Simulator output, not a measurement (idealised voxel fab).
This section sets out a process module, namely voxel self aligned vias.
cross-section cut | 225 nm wide | cells 5 nm
A cross-section is written here as square cells arranged in a grid, and it is given in bands from the top down, each band taking up one or more rows of cells.
Band: top height; bottom height; in nm. Then, left to right: material with width in nm, for each material. "all across": a single material spanning edge to edge. "blank": empty space.
Measure heights from 0. That's the level where, below it, the as-received wafer is all one material. The lowest band is bottomless and extends downward; write it as in "0..down".
Per-row width for "30 to 40": begins at first number (top row of band), ends at second number (bottom row), increment between rows held constant.
"nothing altered" after a step means that no cell of the cross-section changed.
In "Enclosed cavity list" the enclosed voids are listed, meaning empty spaces of 8 cells or larger without any opening to the top. The form is width x height at distance, distance from the left edge, units nm.
If you see something after the settings on a step's line, that's the simulator's own remark about that step.
Among the settings permitted on a step's line is "overlay nm"; applied to a step with a mask, it specifies the extent to which the mask lay to the right of its planned position, whereas a negative figure signifies a position to the left.
[The process steps that were planned are listed below]
1) RECEIVE,material Si
2) CONFORMAL_DEP,material SiO2,thk nm 15
3) CONFORMAL_DEP,material SiCN,thk nm 5
4) DIRECTIONAL_DEP,material lowk,thk nm 25
5) DIRECTIONAL_DEP,material aC,thk nm 10
6) PATTERN,tone open,mask id LINES,material resist,width nm 20,pitch nm 65,thk nm 25,overlay nm 0
7) DIRECTIONAL_ETCH,etch materials aC,depth nm 10
8) STRIP,etch materials resist
9) DIRECTIONAL_ETCH,etch materials lowk,depth nm 25
10) STRIP,etch materials aC
11) CONFORMAL_DEP,material TiN,thk nm 5
12) FILL_DEP,material Ru,thk nm 10
13) CMP,height nm 45
14) SELECTIVE_ETCH,etch materials W Ru TiN,depth nm 5
15) FILL_DEP,material SiN,thk nm 10
16) CMP,height nm 45
17) DIRECTIONAL_DEP,material lowk,thk nm 15
18) DIRECTIONAL_DEP,material aC,thk nm 15
19) PATTERN,tone open,mask id VIAS,material resist,width nm 40,pitch nm 130,thk nm 30,overlay nm 0
20) DIRECTIONAL_ETCH,etch materials aC,depth nm 15
21) STRIP,etch materials resist
22) DIRECTIONAL_ETCH,etch materials lowk,depth nm 15
23) DIRECTIONAL_ETCH,etch materials SiN,depth nm 5
24) STRIP,etch materials aC
25) CONFORMAL_DEP,material TiN,thk nm 5
26) FILL_DEP,material Cu,thk nm 5
27) CMP,height nm 60
28) CONFORMAL_DEP,material SiN,thk nm 5
[Cross-section of the wafer at receipt, which is the condition after step 1]
> 0..down | Si all across
> Enclosed cavity list: none
[Run as planned - first of the two wafers cross-sectioned at the end of the module]
> 65..60 | SiN all across
> 60..50 | 25 nm lowk / 5 nm TiN / 30 nm Cu / 5 nm TiN / 90 nm lowk / 5 nm TiN / 30 nm Cu / 5 nm TiN / 30 nm lowk
> 50..45 | 25 nm lowk / 15 nm TiN / 10 nm Cu / 15 nm TiN / 90 nm lowk / 15 nm TiN / 10 nm Cu / 15 nm TiN / 30 nm lowk
> 45..40 | 35 nm lowk / 20 nm TiN / 45 nm lowk / 20 nm SiN / 45 nm lowk / 20 nm TiN / 40 nm lowk
> 40..25 | 35 nm lowk / 5 nm TiN / 10 nm Ru / 5 nm TiN / 45 nm lowk / 5 nm TiN / 10 nm Ru / 5 nm TiN / 45 nm lowk / 5 nm TiN / 10 nm Ru / 5 nm TiN / 40 nm lowk
> 25..20 | 35 nm lowk / 20 nm TiN / 45 nm lowk / 20 nm TiN / 45 nm lowk / 20 nm TiN / 40 nm lowk
> 20..15 | SiCN all across
> 15..0 | SiO2 all across
> 0..down | Si all across
> Enclosed cavity list: none
[Cross-section, wafer two of two, end of module: same start and plan as wafer one, one error in execution]
> 65..60 | SiN all across
> 60..50 | 30 nm lowk / 5 nm TiN / 20 nm Cu / 5 nm TiN / 100 nm lowk / 5 nm TiN / 20 nm Cu / 5 nm TiN / 35 nm lowk
> 50..45 | 30 nm lowk / 10 nm TiN / 10 nm Cu / 10 nm TiN / 100 nm lowk / 10 nm TiN / 10 nm Cu / 10 nm TiN / 35 nm lowk
> 45..40 | 35 nm lowk / 20 nm TiN / 45 nm lowk / 20 nm SiN / 45 nm lowk / 20 nm TiN / 40 nm lowk
> 40..25 | 35 nm lowk / 5 nm TiN / 10 nm Ru / 5 nm TiN / 45 nm lowk / 5 nm TiN / 10 nm Ru / 5 nm TiN / 45 nm lowk / 5 nm TiN / 10 nm Ru / 5 nm TiN / 40 nm lowk
> 25..20 | 35 nm lowk / 20 nm TiN / 45 nm lowk / 20 nm TiN / 45 nm lowk / 20 nm TiN / 40 nm lowk
> 20..15 | SiCN all across
> 15..0 | SiO2 all across
> 0..down | Si all across
> Enclosed cavity list: none
what went wrong: it should be noted that step 19 was executed with settings other than those planned, the operation and settings actually applied being PATTERN,tone open,mask id VIAS,material resist,width nm 30,pitch nm 130,thk nm 30,overlay nm 0
Bottom line after processing is that, in cells, the second wafer is up or down on some materials versus the first: -8 Cu | -4 TiN | +12 lowk
